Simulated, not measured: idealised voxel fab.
process module | voxel self aligned vias
cross-section cut | 180 nm wide | cells 5 nm
A cross-section is a grid of square cells, given in bands from the top down. A band is one or more rows of cells.
Each band's line starts with the height of the band's top and of its bottom, in nm. Then come its materials from left to right, each with its width in nm. One material with "throughout" fills the band from edge to edge. "air" is empty space.
Height 0 is the level under which the wafer as received is all one material. The lowest band goes on downwards, as in "0 down".
A width such as "30 to 40" changes by the same amount from each row of cells to the next, from the band's top row to its bottom row.
"no change" after a step means that no cell of the cross-section changed.
closed voids: empty space of 8 cells or more with no open way to the top, each as width x height at its distance from the left edge, in nm
after a step's settings: what the simulator itself notes on the step
overlay nm, on a step with a mask: how far to the right of its planned place the mask lay; to the left if negative
plan
1 op RECEIVE | material Si
2 op CONFORMAL_DEP | material SiO2 | thk nm 10
3 op CONFORMAL_DEP | material SiCN | thk nm 5
4 op DIRECTIONAL_DEP | material SiO2 | thk nm 20
5 op MASKED_ETCH | tone open | mask id LINES | width nm 25 | pitch nm 70 | etch materials SiO2 | depth nm 20 | overlay nm 0
6 op CONFORMAL_DEP | material TiN | thk nm 5
7 op FILL_DEP | material W | thk nm 10
8 op CMP | height nm 35
9 op SELECTIVE_ETCH | etch materials W Ru TiN | depth nm 5
10 op FILL_DEP | material SiN | thk nm 10
11 op CMP | height nm 35
12 op DIRECTIONAL_DEP | material SiO2 | thk nm 20
13 op PATTERN | tone open | mask id VIAS | material resist | width nm 45 | pitch nm 70 | thk nm 15 | overlay nm 0
14 op DIRECTIONAL_ETCH | etch materials SiO2 | depth nm 20
15 op DIRECTIONAL_ETCH | etch materials SiN | depth nm 5
16 op STRIP | etch materials resist
17 op CONFORMAL_DEP | material TiN | thk nm 5
18 op FILL_DEP | material Cu | thk nm 10
19 op CMP | height nm 55
20 op CONFORMAL_DEP | material SiN | thk nm 5
first wafer, as planned
as received, after step 1
  0 down: Si throughout
  closed voids: none
after step 2
  10 to 0: SiO2 throughout
  below 0: unchanged
after step 3
  15 to 10: SiCN throughout
  below 10: unchanged
after step 4
  35 to 15: SiO2 throughout
  below 15: unchanged
after step 5
  35 to 15: SiO2 40 | air 25 | SiO2 45 | air 25 | SiO2 45
  below 15: unchanged
after step 6
  40 to 35: TiN 45 | air 15 | TiN 55 | air 15 | TiN 50
  35 to 20: SiO2 40 | TiN 5 | air 15 | TiN 5 | SiO2 45 | TiN 5 | air 15 | TiN 5 | SiO2 45
  20 to 15: SiO2 40 | TiN 25 | SiO2 45 | TiN 25 | SiO2 45
  below 15: unchanged
after step 7
  50 to 40: W throughout
  40 to 35: TiN 45 | W 15 | TiN 55 | W 15 | TiN 50
  35 to 20: SiO2 40 | TiN 5 | W 15 | TiN 5 | SiO2 45 | TiN 5 | W 15 | TiN 5 | SiO2 45
  below 20: unchanged
after step 8
  35 to 20: SiO2 40 | TiN 5 | W 15 | TiN 5 | SiO2 45 | TiN 5 | W 15 | TiN 5 | SiO2 45
  below 20: unchanged
after step 9
  35 to 30: SiO2 40 | air 25 | SiO2 45 | air 25 | SiO2 45
  below 30: unchanged
after step 10
  45 to 35: SiN throughout
  35 to 30: SiO2 40 | SiN 25 | SiO2 45 | SiN 25 | SiO2 45
  below 30: unchanged
after step 11
  35 to 30: SiO2 40 | SiN 25 | SiO2 45 | SiN 25 | SiO2 45
  below 30: unchanged
after step 12
  55 to 35: SiO2 throughout
  below 35: unchanged
after step 13
  70 to 55: resist 30 | air 45 | resist 25 | air 45 | resist 35
  below 55: unchanged
after step 14
  70 to 55: resist 30 | air 45 | resist 25 | air 45 | resist 35
  55 to 35: SiO2 30 | air 45 | SiO2 25 | air 45 | SiO2 35
  below 35: unchanged
after step 15
  70 to 55: resist 30 | air 45 | resist 25 | air 45 | resist 35
  55 to 35: SiO2 30 | air 45 | SiO2 25 | air 45 | SiO2 35
  35 to 30: SiO2 40 | air 25 | SiO2 45 | air 25 | SiO2 45
  below 30: unchanged
after step 16
  55 to 35: SiO2 30 | air 45 | SiO2 25 | air 45 | SiO2 35
  below 35: unchanged
after step 17
  60 to 55: TiN 35 | air 35 | TiN 35 | air 35 | TiN 40
  55 to 40: SiO2 30 | TiN 5 | air 35 | TiN 5 | SiO2 25 | TiN 5 | air 35 | TiN 5 | SiO2 35
  40 to 35: SiO2 30 | TiN 15 | air 15 | TiN 15 | SiO2 25 | TiN 15 | air 15 | TiN 15 | SiO2 35
  35 to 30: SiO2 40 | TiN 25 | SiO2 45 | TiN 25 | SiO2 45
  below 30: unchanged
after step 18
  70 to 60: Cu throughout
  60 to 55: TiN 35 | Cu 35 | TiN 35 | Cu 35 | TiN 40
  55 to 40: SiO2 30 | TiN 5 | Cu 35 | TiN 5 | SiO2 25 | TiN 5 | Cu 35 | TiN 5 | SiO2 35
  40 to 35: SiO2 30 | TiN 15 | Cu 15 | TiN 15 | SiO2 25 | TiN 15 | Cu 15 | TiN 15 | SiO2 35
  below 35: unchanged
after step 19
  55 to 40: SiO2 30 | TiN 5 | Cu 35 | TiN 5 | SiO2 25 | TiN 5 | Cu 35 | TiN 5 | SiO2 35
  below 40: unchanged
after step 20
  60 to 55: SiN throughout
  below 55: unchanged
second wafer: like start, like plan, one mistake. Through step 16 it matches the first wafer
when step 17 should have ended
  60 to 55: SiN 35 | air 35 | SiN 35 | air 35 | SiN 40
  55 to 40: SiO2 30 | SiN 5 | air 35 | SiN 5 | SiO2 25 | SiN 5 | air 35 | SiN 5 | SiO2 35
  40 to 35: SiO2 30 | SiN 15 | air 15 | SiN 15 | SiO2 25 | SiN 15 | air 15 | SiN 15 | SiO2 35
  35 to 30: SiO2 40 | SiN 25 | SiO2 45 | SiN 25 | SiO2 45
  below 30: unchanged
when step 18 should have ended
  70 to 60: Cu throughout
  60 to 55: SiN 35 | Cu 35 | SiN 35 | Cu 35 | SiN 40
  55 to 40: SiO2 30 | SiN 5 | Cu 35 | SiN 5 | SiO2 25 | SiN 5 | Cu 35 | SiN 5 | SiO2 35
  40 to 35: SiO2 30 | SiN 15 | Cu 15 | SiN 15 | SiO2 25 | SiN 15 | Cu 15 | SiN 15 | SiO2 35
  below 35: unchanged
when step 19 should have ended
  55 to 40: SiO2 30 | SiN 5 | Cu 35 | SiN 5 | SiO2 25 | SiN 5 | Cu 35 | SiN 5 | SiO2 35
  below 40: unchanged
when step 20 should have ended
  60 to 55: SiN throughout
  below 55: unchanged
what went wrong: step 17 ran as: op CONFORMAL_DEP | material SiN | thk nm 5
at the end the second wafer has, in cells: 34 more of SiN | 34 fewer of TiN
